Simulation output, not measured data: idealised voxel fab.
process module | voxel self aligned contacts
cross-section cut | 290 nm wide | cells 5 nm
A cross-section is a grid of square cells, given in bands from the top down. A band is one or more rows of cells.
Each band's line starts with the height of the band's top and of its bottom, in nm. Then come its materials from left to right, each with its width in nm. One material with "throughout" fills the band from edge to edge. "air" is empty space.
Height 0 is the level under which the wafer as received is all one material. The lowest band goes on downwards, as in "0 down".
A width such as "30 to 40" changes by the same amount from each row of cells to the next, from the band's top row to its bottom row.
"no change" after a step means that no cell of the cross-section changed.
closed voids: empty space of 8 cells or more with no open way to the top, each as width x height at its distance from the left edge, in nm
after a step's settings: what the simulator itself notes on the step
overlay nm, on a step with a mask: how far to the right of its planned place the mask lay; to the left if negative
plan
1 op RECEIVE | material Si
2 op CONFORMAL_DEP | material SiO2 | thk nm 5
3 op DIRECTIONAL_DEP | material polySi | thk nm 20
4 op DIRECTIONAL_DEP | material SiN | thk nm 25
5 op DIRECTIONAL_DEP | material aC | thk nm 15
6 op PATTERN | tone cover | mask id GATE | material resist | width nm 30 | pitch nm 65 | thk nm 35 | overlay nm 0
7 op DIRECTIONAL_ETCH | etch materials aC | depth nm 15
8 op STRIP | etch materials resist
9 op DIRECTIONAL_ETCH | etch materials SiN | depth nm 25
10 op DIRECTIONAL_ETCH | etch materials polySi | depth nm 20
11 op STRIP | etch materials aC
12 op CONFORMAL_DEP | material SiN | thk nm 10
13 op DIRECTIONAL_ETCH | etch materials SiN | depth nm 10
14 op FILL_DEP | material SiO2 | thk nm 15
15 op CMP | height nm 60
16 op DIRECTIONAL_DEP | material aC | thk nm 10
17 op PATTERN | tone open | mask id CONTACT | material resist | width nm 45 | pitch nm 65 | thk nm 25 | overlay nm 0
18 op DIRECTIONAL_ETCH | etch materials aC | depth nm 10
19 op STRIP | etch materials resist
20 op DIRECTIONAL_ETCH | etch materials SiO2 | depth nm 60
21 op STRIP | etch materials aC
22 op CONFORMAL_DEP | material TiN | thk nm 5
23 op FILL_DEP | material Ru | thk nm 10
24 op CMP | height nm 60
25 op CONFORMAL_DEP | material SiN | thk nm 5
as received, after step 1
  0 down: Si throughout
  closed voids: none
first wafer at the end, as planned
  65 to 60: SiN throughout
  60 to 50: SiO2 90 | TiN 5 to 20 | Ru 35 to 5 | TiN 5 to 20 | SiO2 20 | TiN 5 to 20 | Ru 35 to 5 | TiN 5 to 20 | SiO2 90
  50 to 25: SiO2 55 | SiN 50 | TiN 5 | Ru 5 | TiN 5 | SiN 50 | TiN 5 | Ru 5 | TiN 5 | SiN 50 | SiO2 55
  25 to 5: SiO2 55 | SiN 10 | polySi 30 | SiN 10 | TiN 5 | Ru 5 | TiN 5 | SiN 10 | polySi 30 | SiN 10 | TiN 5 | Ru 5 | TiN 5 | SiN 10 | polySi 30 | SiN 10 | SiO2 55
  5 to 0: SiO2 105 | TiN 15 | SiO2 50 | TiN 15 | SiO2 105
  0 down: Si throughout
  closed voids: none
second wafer at the end: like start, like plan, one mistake
  65 to 60: SiN throughout
  60 to 55: Ru 85 | TiN 5 | SiO2 45 | TiN 5 | Ru 10 | TiN 5 | SiO2 45 | TiN 5 | Ru 85
  55 to 50: Ru 50 | TiN 40 | SiO2 45 | TiN 20 | SiO2 45 | TiN 40 | Ru 50
  50 to 25: Ru 50 | TiN 5 | SiN 50 | SiO2 15 | SiN 50 | SiO2 15 | SiN 50 | TiN 5 | Ru 50
  25 to 5: Ru 50 | TiN 5 | SiN 10 | polySi 30 | SiN 10 | SiO2 15 | SiN 10 | polySi 30 | SiN 10 | SiO2 15 | SiN 10 | polySi 30 | SiN 10 | TiN 5 | Ru 50
  5 to 0: TiN 55 | SiO2 180 | TiN 55
  0 down: Si throughout
  closed voids: none
what went wrong: step 17 ran as: op PATTERN | tone cover | mask id CONTACT | material resist | width nm 45 | pitch nm 65 | thk nm 25 | overlay nm 0
at the end the second wafer has, in cells: 202 more of Ru | 204 fewer of SiO2 | 2 more of TiN
